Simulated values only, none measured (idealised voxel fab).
voxel lift off: a process module
In the cross-section labelled cut, the width is 165 nm and each square cell is 5 nm.
How to read a cross-section here: the picture is a grid of square cells, written as bands going from the top down, and any band can span one or more rows of cells. For a band, the entry starts with two heights in nm, that of the top and then that of the bottom, and carries on with the band's materials in order from left to right, each alongside its width in nm; the word "everywhere" beside a single material means it fills the band edge to edge, and "air" means empty space. Ref level 0: as-received wafer is one material below here. Bottom band extends down with no lower bound ("0 down"). Read "30..40" as a graded width: first number on top, second number at the bottom, same change between each pair of neighbouring rows. "everything unchanged" means the step left every cell of the cross-section as it was. The entry titled "Voids, sealed" provides the empty spaces that have no open way to the top, restricted to those of 8 cells or more. Each is presented as width x height at distance, the distance being measured from the left edge, with all three in nm. Heads up: the bit after the settings on a step's line is the simulator's remark on that step. "overlay nm" denotes, for a step that has a mask, the displacement of the mask to the right of its planned place, with negative values corresponding to the left.
The following list gives the planned process steps:
| 1 | RECEIVE (material Si) |
| 2 | CONFORMAL_DEP (material Al2O3; thk nm 5) |
| 3 | PATTERN (tone open; mask id LINES; material resist; width nm 15; pitch nm 45; thk nm 20; overlay nm 0) |
| 4 | DIRECTIONAL_DEP (material Ru; thk nm 5) |
| 5 | STRIP (etch materials resist) |
| 6 | CONFORMAL_DEP (material SiCN; thk nm 5) |
First of two wafers, processed according to plan:
Delivered wafer in cross-section: state after step 1:
* 0 down: Si everywhere
* Voids, sealed: none
Wafer xsec, post step 2:
* 5 to 0: Al2O3 everywhere
* Whatever lies below 0 is exactly as it was before.
Wafer xsec, post step 3:
* 25 to 5: resist 50 nm, then air 15 nm, then resist 30 nm, then air 15 nm, then resist 55 nm
* Whatever lies below 5 is exactly as it was before.
Wafer xsec, post step 4:
* 30 to 25: Ru 50 nm, then air 15 nm, then Ru 30 nm, then air 15 nm, then Ru 55 nm
* 25 to 10: resist 50 nm, then air 15 nm, then resist 30 nm, then air 15 nm, then resist 55 nm
* 10 to 5: resist 50 nm, then Ru 15 nm, then resist 30 nm, then Ru 15 nm, then resist 55 nm
* Whatever lies below 5 is exactly as it was before.
Wafer xsec, post step 5:
* 10 to 5: air 50 nm, then Ru 15 nm, then air 30 nm, then Ru 15 nm, then air 55 nm
* Whatever lies below 5 is exactly as it was before.
Wafer xsec, post step 6:
* 15 to 10: air 45 nm, then SiCN 25 nm, then air 20 nm, then SiCN 25 nm, then air 50 nm
* 10 to 5: SiCN 50 nm, then Ru 15 nm, then SiCN 30 nm, then Ru 15 nm, then SiCN 55 nm
* Whatever lies below 5 is exactly as it was before.
Wafer two: like wafer one in start and plan, but with one mistake in execution; identical up to and including step 5:
Cross-section of the second wafer at the time by which step 6 should have been completed according to the plan: everything unchanged
what went wrong: step 6 was left out
Final comparison by cell count, materials where the second wafer has more or fewer than the first: -37 SiCN
